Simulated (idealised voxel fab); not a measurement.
Process module in this document: voxel capacitor over wiring
Cross-section cut: width 270 nm, square cells of 5 nm.
Cross-section = grid of square cells, listed top down in bands; band = one or more rows. It is stipulated that each band's entry specify, in nanometres, the height of the top of the band and then that of its bottom, followed by the materials of the band in left-to-right sequence, each together with its width in nanometres. A single material marked by the word "edge to edge" is understood to fill the band from edge to edge; the word "empty" is understood to denote empty space. The level at which height equals 0 is the one under which the wafer, as it arrives, is entirely one material. No lower edge exists for the bottom band, which continues downward and is notated as in "0 nm and below". Width spec "30 to 40" -> top row of cells at first value, bottom row at second value, equal per-row change in between. The cross-section has no changed cell in any step marked "no change". "Trapped void list" means: voids of 8 cells or more that are shut off from the top with no open way through. Written width x height at distance, distance from the left edge, in nm. That trailing text on a step's line, after the settings, is the simulator's own remark on the step. "overlay nm" answers the question of how far to the right of plan the mask lay on a step that has a mask, and when it is negative the answer is to the left.

# Planned step list for the process
1. RECEIVE: material Si
2. CONFORMAL_DEP: material SiO2, thk nm 15
3. CONFORMAL_DEP: material SiCN, thk nm 5
4. DIRECTIONAL_DEP: material lowk, thk nm 15
5. PATTERN: tone open, mask id METAL_1, material resist, width nm 25, pitch nm 95, thk nm 15, overlay nm 0
6. DIRECTIONAL_ETCH: etch materials lowk, depth nm 15
7. DIRECTIONAL_ETCH: etch materials SiCN, depth nm 5
8. STRIP: etch materials resist
9. CONFORMAL_DEP: material TiN, thk nm 5
10. FILL_DEP: material W, thk nm 10
11. CMP: height nm 35
12. EPI: material Ru, thk nm 5
13. FILL_DEP: material SiCN, thk nm 5
14. DIRECTIONAL_DEP: material SiO2, thk nm 15
15. MASKED_ETCH: tone open, mask id PLUG_1, width nm 15, etch materials SiO2, depth nm 15, overlay nm 0
16. MASKED_ETCH: tone open, mask id PLUG_1, width nm 15, etch materials SiCN, depth nm 5, overlay nm 0
17. EPI: material Ru, thk nm 10
18. EPI: material Ru, thk nm 10
19. DIRECTIONAL_DEP: material TiN, thk nm 5
20. DIRECTIONAL_DEP: material SiN, thk nm 5
21. DIRECTIONAL_DEP: material TiN, thk nm 10
22. MASKED_ETCH: tone cover, mask id UPPER_PLATE, width nm 75, etch materials TiN, depth nm 10, overlay nm 0
23. MASKED_ETCH: tone cover, mask id UPPER_PLATE, width nm 75, etch materials SiN, depth nm 5, overlay nm 0
24. DIRECTIONAL_DEP: material aC, thk nm 10
25. PATTERN: tone cover, mask id LOWER_PLATE, material resist, width nm 85, thk nm 25, overlay nm -15
26. DIRECTIONAL_ETCH: etch materials aC, depth nm 10
27. STRIP: etch materials resist
28. DIRECTIONAL_ETCH: etch materials TiN, depth nm 5
29. STRIP: etch materials aC
30. FILL_DEP: material SiO2, thk nm 20
31. CMP: height nm 95
32. PATTERN: tone open, mask id PLUG_2, material resist, width nm 15, thk nm 20, overlay nm 0
33. DIRECTIONAL_ETCH: etch materials SiO2, depth nm 15
34. STRIP: etch materials resist
35. CONFORMAL_DEP: material TiN, thk nm 5
36. FILL_DEP: material W, thk nm 10
37. CMP: height nm 95
38. CONFORMAL_DEP: material SiCN, thk nm 5
Wafer-to-wafer difference: overlay nm, step 25. Common start. Plan = first wafer's value.

# As-received cross-section, first of several wafers, post step 1
* 0 nm and below | Si edge to edge
* Trapped void list: none

# Where each wafer stands at the end of the module, a row apiece: cells of each material gained (+) or lost (-) since it was received, then closed voids
overlay nm -15 | +26 Ru | +189 SiCN | +15 SiN | +622 SiO2 | +76 TiN | +20 W | +132 lowk | Trapped void list: none
overlay nm -10 | +26 Ru | +189 SiCN | +15 SiN | +622 SiO2 | +76 TiN | +20 W | +132 lowk | Trapped void list: none
overlay nm -5 | +26 Ru | +189 SiCN | +15 SiN | +622 SiO2 | +76 TiN | +20 W | +132 lowk | Trapped void list: none
overlay nm 0 | +26 Ru | +189 SiCN | +15 SiN | +622 SiO2 | +76 TiN | +20 W | +132 lowk | Trapped void list: none
overlay nm 5 | +26 Ru | +189 SiCN | +15 SiN | +622 SiO2 | +76 TiN | +20 W | +132 lowk | Trapped void list: none
overlay nm 10 | +26 Ru | +189 SiCN | +15 SiN | +622 SiO2 | +76 TiN | +20 W | +132 lowk | Trapped void list: none
overlay nm 15 | +26 Ru | +189 SiCN | +15 SiN | +622 SiO2 | +76 TiN | +20 W | +132 lowk | Trapped void list: none
